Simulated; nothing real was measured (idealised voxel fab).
A process module follows: voxel wiring stack.
For reference, the cross-section in this document is cut, with width 260 nm and square cells of 5 nm.
Reading order for cross-sections: top band down to bottom band. Underlying form: a grid of square cells. Band size: one or more rows of cells. The entry gives the band's vertical extent as a top height and a bottom height in nm, then its horizontal make-up as materials from left to right, each with a width in nm. "blank" stands for empty space; a single material marked "edge to edge" fills the band edge to edge. Height datum 0, below which the as-received substrate wafer is one material. Lowest band open at the bottom, running downward: "0 down". Width spec "30->40" -> top row of cells at first value, bottom row at second value, equal per-row change in between. For the purposes of this document, the phrase "changes: none" attached to a step denotes that no cell within the cross-section was modified by that step. Heads up: "Closed voids list" only lists the empty pockets with no open path to the top that are 8 cells or more, and it writes them as width x height at distance, distance from the left edge, in nm. Read whatever lies past the settings on a step's line as the simulator's own remark about the step. "overlay nm" denotes, for a step that has a mask, the displacement of the mask to the right of its planned place, with negative values corresponding to the left.

Planned process steps:
1) RECEIVE with material Si
2) CONFORMAL_DEP with material SiO2, thk nm 15
3) DIRECTIONAL_DEP with material TiN, thk nm 5
4) DIRECTIONAL_DEP with material Ru, thk nm 15
5) PATTERN with tone cover, mask id METAL_1, material resist, width nm 20, pitch nm 45, thk nm 20, overlay nm 0
6) DIRECTIONAL_ETCH with etch materials Ru, depth nm 15
7) DIRECTIONAL_ETCH with etch materials TiN, depth nm 5
8) STRIP with etch materials resist
9) CONFORMAL_DEP with material SiN, thk nm 5
10) FILL_DEP with material SiO2, thk nm 10
11) CMP with height nm 35
12) CONFORMAL_DEP with material SiCN, thk nm 5
13) DIRECTIONAL_DEP with material SiO2, thk nm 30
14) MASKED_ETCH with tone open, mask id METAL_2_HOLES, width nm 15, pitch nm 45, etch materials SiO2, depth nm 30, overlay nm 0
15) MASKED_ETCH with tone open, mask id METAL_2, width nm 20, pitch nm 45, etch materials SiO2, depth nm 15, overlay nm 0
16) MASKED_ETCH with tone open, mask id METAL_2, width nm 20, pitch nm 45, etch materials SiCN, depth nm 5, overlay nm 0
17) CONFORMAL_DEP with material TiN, thk nm 5
18) FILL_DEP with material Ru, thk nm 10
19) CMP with height nm 70
20) CONFORMAL_DEP with material SiCN, thk nm 5

As received (post step 1): cross-section:
* 0 down  Si edge to edge
* Closed voids list: none

First of two wafers: cross-section at end of module, run per plan:
* 75 to 70  SiCN edge to edge
* 70 to 60  SiO2 50 nm, TiN 5 nm, Ru 10 nm, TiN 5 nm, SiO2 25 nm, TiN 5 nm, Ru 10 nm, TiN 5 nm, SiO2 25 nm, TiN 5 nm, Ru 10 nm, TiN 5 nm, SiO2 25 nm, TiN 5 nm, Ru 10 nm, TiN 5 nm, SiO2 55 nm
* 60 to 55  SiO2 50 nm, TiN 5 nm, Ru 5 nm, TiN 10 nm, SiO2 25 nm, TiN 5 nm, Ru 5 nm, TiN 10 nm, SiO2 25 nm, TiN 5 nm, Ru 5 nm, TiN 10 nm, SiO2 25 nm, TiN 5 nm, Ru 5 nm, TiN 10 nm, SiO2 55 nm
* 55 to 40  SiO2 50 nm, TiN 5 nm, Ru 5 nm, TiN 5 nm, SiO2 30 nm, TiN 5 nm, Ru 5 nm, TiN 5 nm, SiO2 30 nm, TiN 5 nm, Ru 5 nm, TiN 5 nm, SiO2 30 nm, TiN 5 nm, Ru 5 nm, TiN 5 nm, SiO2 60 nm
* 40 to 35  SiCN 50 nm, TiN 15 nm, SiCN 30 nm, TiN 15 nm, SiCN 30 nm, TiN 15 nm, SiCN 30 nm, TiN 15 nm, SiCN 60 nm
* 35 to 20  SiO2 45 nm, SiN 5 nm, Ru 20 nm, SiN 5 nm, SiO2 15 nm, SiN 5 nm, Ru 20 nm, SiN 5 nm, SiO2 15 nm, SiN 5 nm, Ru 20 nm, SiN 5 nm, SiO2 15 nm, SiN 5 nm, Ru 20 nm, SiN 5 nm, SiO2 50 nm
* 20 to 15  SiN 50 nm, TiN 20 nm, SiN 25 nm, TiN 20 nm, SiN 25 nm, TiN 20 nm, SiN 25 nm, TiN 20 nm, SiN 55 nm
* 15 to 0  SiO2 edge to edge
* 0 down  Si edge to edge
* Closed voids list: none

The second wafer, shown in cross-section after the module: started the same way as the first and given the same plan, yet one mistake crept into how it was run:
* 75 to 70  SiCN edge to edge
* 70 to 60  SiO2 50 nm, TiN 5 nm, Ru 10 nm, TiN 5 nm, SiO2 25 nm, TiN 5 nm, Ru 10 nm, TiN 5 nm, SiO2 25 nm, TiN 5 nm, Ru 10 nm, TiN 5 nm, SiO2 25 nm, TiN 5 nm, Ru 10 nm, TiN 5 nm, SiO2 55 nm
* 60 to 55  SiO2 50 nm, TiN 5 nm, Ru 5 nm, TiN 10 nm, SiO2 25 nm, TiN 5 nm, Ru 5 nm, TiN 10 nm, SiO2 25 nm, TiN 5 nm, Ru 5 nm, TiN 10 nm, SiO2 25 nm, TiN 5 nm, Ru 5 nm, TiN 10 nm, SiO2 55 nm
* 55 to 40  SiO2 50 nm, TiN 5 nm, Ru 5 nm, TiN 5 nm, SiO2 30 nm, TiN 5 nm, Ru 5 nm, TiN 5 nm, SiO2 30 nm, TiN 5 nm, Ru 5 nm, TiN 5 nm, SiO2 30 nm, TiN 5 nm, Ru 5 nm, TiN 5 nm, SiO2 60 nm
* 40 to 35  SiCN 50 nm, TiN 15 nm, SiCN 30 nm, TiN 15 nm, SiCN 30 nm, TiN 15 nm, SiCN 30 nm, TiN 15 nm, SiCN 60 nm
* 35 to 30  SiO2 45 nm, SiN 30 nm, SiO2 15 nm, SiN 30 nm, SiO2 15 nm, SiN 30 nm, SiO2 15 nm, SiN 30 nm, SiO2 50 nm
* 30 to 20  SiO2 45 nm, SiN 5 nm, Ru 20 nm, SiN 5 nm, SiO2 15 nm, SiN 5 nm, Ru 20 nm, SiN 5 nm, SiO2 15 nm, SiN 5 nm, Ru 20 nm, SiN 5 nm, SiO2 15 nm, SiN 5 nm, Ru 20 nm, SiN 5 nm, SiO2 50 nm
* 20 to 15  SiN 50 nm, Ru 20 nm, SiN 25 nm, Ru 20 nm, SiN 25 nm, Ru 20 nm, SiN 25 nm, Ru 20 nm, SiN 55 nm
* 15 to 0  SiO2 edge to edge
* 0 down  Si edge to edge
* Closed voids list: none
Against the plan, the run slipped here: step 3 was left out
Final tally in cells, some materials are higher or lower on the second wafer than on the first: +16 SiN; -16 TiN
